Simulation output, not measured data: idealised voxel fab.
process module | voxel gate over fins
cross-section cut | 245 nm wide | cells 5 nm
A cross-section is a grid of square cells, given in bands from the top down. A band is one or more rows of cells.
Each band's line starts with the height of the band's top and of its bottom, in nm. Then come its materials from left to right, each with its width in nm. One material with "throughout" fills the band from edge to edge. "air" is empty space.
Height 0 is the level under which the wafer as received is all one material. The lowest band goes on downwards, as in "0 down".
A width such as "30 to 40" changes by the same amount from each row of cells to the next, from the band's top row to its bottom row.
"no change" after a step means that no cell of the cross-section changed.
closed voids: empty space of 8 cells or more with no open way to the top, each as width x height at its distance from the left edge, in nm
after a step's settings: what the simulator itself notes on the step
overlay nm, on a step with a mask: how far to the right of its planned place the mask lay; to the left if negative
plan
1 op RECEIVE | material Si
2 op CONFORMAL_DEP | material SiN | thk nm 10
3 op DIRECTIONAL_DEP | material aC | thk nm 10
4 op PATTERN | tone cover | mask id FINS | material resist | width nm 15 | pitch nm 55 | thk nm 30 | overlay nm 0
5 op DIRECTIONAL_ETCH | etch materials aC | depth nm 10
6 op STRIP | etch materials resist
7 op DIRECTIONAL_ETCH | etch materials SiN | depth nm 10
8 op DIRECTIONAL_ETCH | etch materials Si | depth nm 40
9 op STRIP | etch materials aC
10 op OXIDIZE | depth nm 5
11 op FILL_DEP | material SiO2 | thk nm 10
12 op CMP | height nm 10
13 op PATTERN | tone open | mask id RAIL | material resist | width nm 15 | thk nm 15 | overlay nm 0
14 op DIRECTIONAL_ETCH | etch materials SiO2 | depth nm 45
15 op STRIP | etch materials resist
16 op CONFORMAL_DEP | material TiN | thk nm 5
17 op FILL_DEP | material Ru | thk nm 10
18 op CMP | height nm 10
19 op SELECTIVE_ETCH | etch materials W Ru TiN | depth nm 30
20 op FILL_DEP | material SiO2 | thk nm 5
21 op CMP | height nm 10
22 op SELECTIVE_ETCH | etch materials SiO2 | depth nm 20
23 op STRIP | etch materials SiN
24 op CONFORMAL_DEP | material HfO2 | thk nm 5
25 op CONFORMAL_DEP | material TiN | thk nm 5
26 op FILL_DEP | material W | thk nm 15
27 op CMP | height nm 20
28 op CONFORMAL_DEP | material SiN | thk nm 5
first wafer, as planned
as received, after step 1
  0 down: Si throughout
  closed voids: none
after step 2
  10 to 0: SiN throughout
  below 0: unchanged
after step 3
  20 to 10: aC throughout
  below 10: unchanged
after step 4
  50 to 20: air 85 | resist 15 | air 40 | resist 15 | air 90
  below 20: unchanged
after step 5
  40 to 20: air 85 | resist 15 | air 40 | resist 15 | air 90
  20 to 10: air 85 | aC 15 | air 40 | aC 15 | air 90
  below 10: unchanged
after step 6
  20 to 10: air 85 | aC 15 | air 40 | aC 15 | air 90
  below 10: unchanged
after step 7
  20 to 10: air 85 | aC 15 | air 40 | aC 15 | air 90
  10 to 0: air 85 | SiN 15 | air 40 | SiN 15 | air 90
  below 0: unchanged
after step 8
  20 to 10: air 85 | aC 15 | air 40 | aC 15 | air 90
  10 to 0: air 85 | SiN 15 | air 40 | SiN 15 | air 90
  0 to -40: air 85 | Si 15 | air 40 | Si 15 | air 90
  below -40: unchanged
after step 9
  10 to 0: air 85 | SiN 15 | air 40 | SiN 15 | air 90
  below 0: unchanged
after step 10
  10 to 0: air 85 | SiN 15 | air 40 | SiN 15 | air 90
  0 to -40: air 85 | SiO2 5 | Si 5 | SiO2 5 | air 40 | SiO2 5 | Si 5 | SiO2 5 | air 90
  -40 to -45: SiO2 90 | Si 5 | SiO2 50 | Si 5 | SiO2 95
  below -45: unchanged
after step 11
  20 to 10: SiO2 throughout
  10 to 0: SiO2 85 | SiN 15 | SiO2 40 | SiN 15 | SiO2 90
  0 to -45: SiO2 90 | Si 5 | SiO2 50 | Si 5 | SiO2 95
  below -45: unchanged
after step 12
  10 to 0: SiO2 85 | SiN 15 | SiO2 40 | SiN 15 | SiO2 90
  below 0: unchanged
after step 13
  25 to 10: resist 110 | air 15 | resist 120
  below 10: unchanged
after step 14
  25 to 10: resist 110 | air 15 | resist 120
  10 to 0: SiO2 85 | SiN 15 | SiO2 10 | air 15 | SiO2 15 | SiN 15 | SiO2 90
  0 to -35: SiO2 90 | Si 5 | SiO2 15 | air 15 | SiO2 20 | Si 5 | SiO2 95
  below -35: unchanged
after step 15
  10 to 0: SiO2 85 | SiN 15 | SiO2 10 | air 15 | SiO2 15 | SiN 15 | SiO2 90
  below 0: unchanged
after step 16
  15 to 10: TiN 115 | air 5 | TiN 125
  10 to 0: SiO2 85 | SiN 15 | SiO2 10 | TiN 5 | air 5 | TiN 5 | SiO2 15 | SiN 15 | SiO2 90
  0 to -30: SiO2 90 | Si 5 | SiO2 15 | TiN 5 | air 5 | TiN 5 | SiO2 20 | Si 5 | SiO2 95
  -30 to -35: SiO2 90 | Si 5 | SiO2 15 | TiN 15 | SiO2 20 | Si 5 | SiO2 95
  below -35: unchanged
after step 17
  25 to 15: Ru throughout
  15 to 10: TiN 115 | Ru 5 | TiN 125
  10 to 0: SiO2 85 | SiN 15 | SiO2 10 | TiN 5 | Ru 5 | TiN 5 | SiO2 15 | SiN 15 | SiO2 90
  0 to -30: SiO2 90 | Si 5 | SiO2 15 | TiN 5 | Ru 5 | TiN 5 | SiO2 20 | Si 5 | SiO2 95
  below -30: unchanged
after step 18
  10 to 0: SiO2 85 | SiN 15 | SiO2 10 | TiN 5 | Ru 5 | TiN 5 | SiO2 15 | SiN 15 | SiO2 90
  below 0: unchanged
after step 19
  10 to 0: SiO2 85 | SiN 15 | SiO2 10 | air 15 | SiO2 15 | SiN 15 | SiO2 90
  0 to -20: SiO2 90 | Si 5 | SiO2 15 | air 15 | SiO2 20 | Si 5 | SiO2 95
  below -20: unchanged
after step 20
  15 to 10: SiO2 throughout
  10 to 0: SiO2 85 | SiN 15 | SiO2 40 | SiN 15 | SiO2 90
  0 to -20: SiO2 90 | Si 5 | SiO2 50 | Si 5 | SiO2 95
  below -20: unchanged
after step 21
  10 to 0: SiO2 85 | SiN 15 | SiO2 40 | SiN 15 | SiO2 90
  below 0: unchanged
after step 22
  10 to 0: air 85 | SiN 15 | air 40 | SiN 15 | air 90
  0 to -10: air 90 | Si 5 | air 50 | Si 5 | air 95
  below -10: unchanged
after step 23
  0 to -10: air 90 | Si 5 | air 50 | Si 5 | air 95
  below -10: unchanged
after step 24
  5 to 0: air 85 | HfO2 15 | air 40 | HfO2 15 | air 90
  0 to -5: air 85 | HfO2 5 | Si 5 | HfO2 5 | air 40 | HfO2 5 | Si 5 | HfO2 5 | air 90
  -5 to -10: HfO2 90 | Si 5 | HfO2 50 | Si 5 | HfO2 95
  below -10: unchanged
after step 25
  10 to 5: air 80 | TiN 25 | air 30 | TiN 25 | air 85
  5 to 0: air 80 | TiN 5 | HfO2 15 | TiN 5 | air 30 | TiN 5 | HfO2 15 | TiN 5 | air 85
  0 to -5: TiN 85 | HfO2 5 | Si 5 | HfO2 5 | TiN 40 | HfO2 5 | Si 5 | HfO2 5 | TiN 90
  below -5: unchanged
after step 26
  25 to 10: W throughout
  10 to 5: W 80 | TiN 25 | W 30 | TiN 25 | W 85
  5 to 0: W 80 | TiN 5 | HfO2 15 | TiN 5 | W 30 | TiN 5 | HfO2 15 | TiN 5 | W 85
  below 0: unchanged
after step 27
  20 to 10: W throughout
  below 10: unchanged
after step 28
  25 to 20: SiN throughout
  below 20: unchanged
second wafer: like start, like plan, one mistake. Through step 16 it matches the first wafer
when step 17 should have ended
  25 to 15: SiO2 throughout
  15 to 10: TiN 115 | SiO2 5 | TiN 125
  10 to 0: SiO2 85 | SiN 15 | SiO2 10 | TiN 5 | SiO2 5 | TiN 5 | SiO2 15 | SiN 15 | SiO2 90
  0 to -30: SiO2 90 | Si 5 | SiO2 15 | TiN 5 | SiO2 5 | TiN 5 | SiO2 20 | Si 5 | SiO2 95
  below -30: unchanged
when step 18 should have ended
  10 to 0: SiO2 85 | SiN 15 | SiO2 10 | TiN 5 | SiO2 5 | TiN 5 | SiO2 15 | SiN 15 | SiO2 90
  below 0: unchanged
when step 19 should have ended
  10 to 0: SiO2 85 | SiN 15 | SiO2 10 | air 5 | SiO2 5 | air 5 | SiO2 15 | SiN 15 | SiO2 90
  0 to -20: SiO2 90 | Si 5 | SiO2 15 | air 5 | SiO2 5 | air 5 | SiO2 20 | Si 5 | SiO2 95
  below -20: unchanged
when step 20 should have ended
  15 to 10: SiO2 throughout
  10 to 0: SiO2 85 | SiN 15 | SiO2 40 | SiN 15 | SiO2 90
  0 to -20: SiO2 90 | Si 5 | SiO2 50 | Si 5 | SiO2 95
  below -20: unchanged
when step 21 should have ended
  10 to 0: SiO2 85 | SiN 15 | SiO2 40 | SiN 15 | SiO2 90
  below 0: unchanged
when step 22 should have ended
  10 to 0: air 85 | SiN 15 | air 40 | SiN 15 | air 90
  0 to -10: air 90 | Si 5 | air 50 | Si 5 | air 95
  below -10: unchanged
when step 23 should have ended
  0 to -10: air 90 | Si 5 | air 50 | Si 5 | air 95
  below -10: unchanged
when step 24 should have ended
  5 to 0: air 85 | HfO2 15 | air 40 | HfO2 15 | air 90
  0 to -5: air 85 | HfO2 5 | Si 5 | HfO2 5 | air 40 | HfO2 5 | Si 5 | HfO2 5 | air 90
  -5 to -10: HfO2 90 | Si 5 | HfO2 50 | Si 5 | HfO2 95
  below -10: unchanged
when step 25 should have ended
  10 to 5: air 80 | TiN 25 | air 30 | TiN 25 | air 85
  5 to 0: air 80 | TiN 5 | HfO2 15 | TiN 5 | air 30 | TiN 5 | HfO2 15 | TiN 5 | air 85
  0 to -5: TiN 85 | HfO2 5 | Si 5 | HfO2 5 | TiN 40 | HfO2 5 | Si 5 | HfO2 5 | TiN 90
  below -5: unchanged
when step 26 should have ended
  25 to 10: W throughout
  10 to 5: W 80 | TiN 25 | W 30 | TiN 25 | W 85
  5 to 0: W 80 | TiN 5 | HfO2 15 | TiN 5 | W 30 | TiN 5 | HfO2 15 | TiN 5 | W 85
  below 0: unchanged
when step 27 should have ended
  20 to 10: W throughout
  below 10: unchanged
when step 28 should have ended
  25 to 20: SiN throughout
  below 20: unchanged
what went wrong: step 17 ran as: op FILL_DEP | material SiO2 | thk nm 10
at the end the second wafer has, in cells: 2 fewer of Ru | 2 more of SiO2
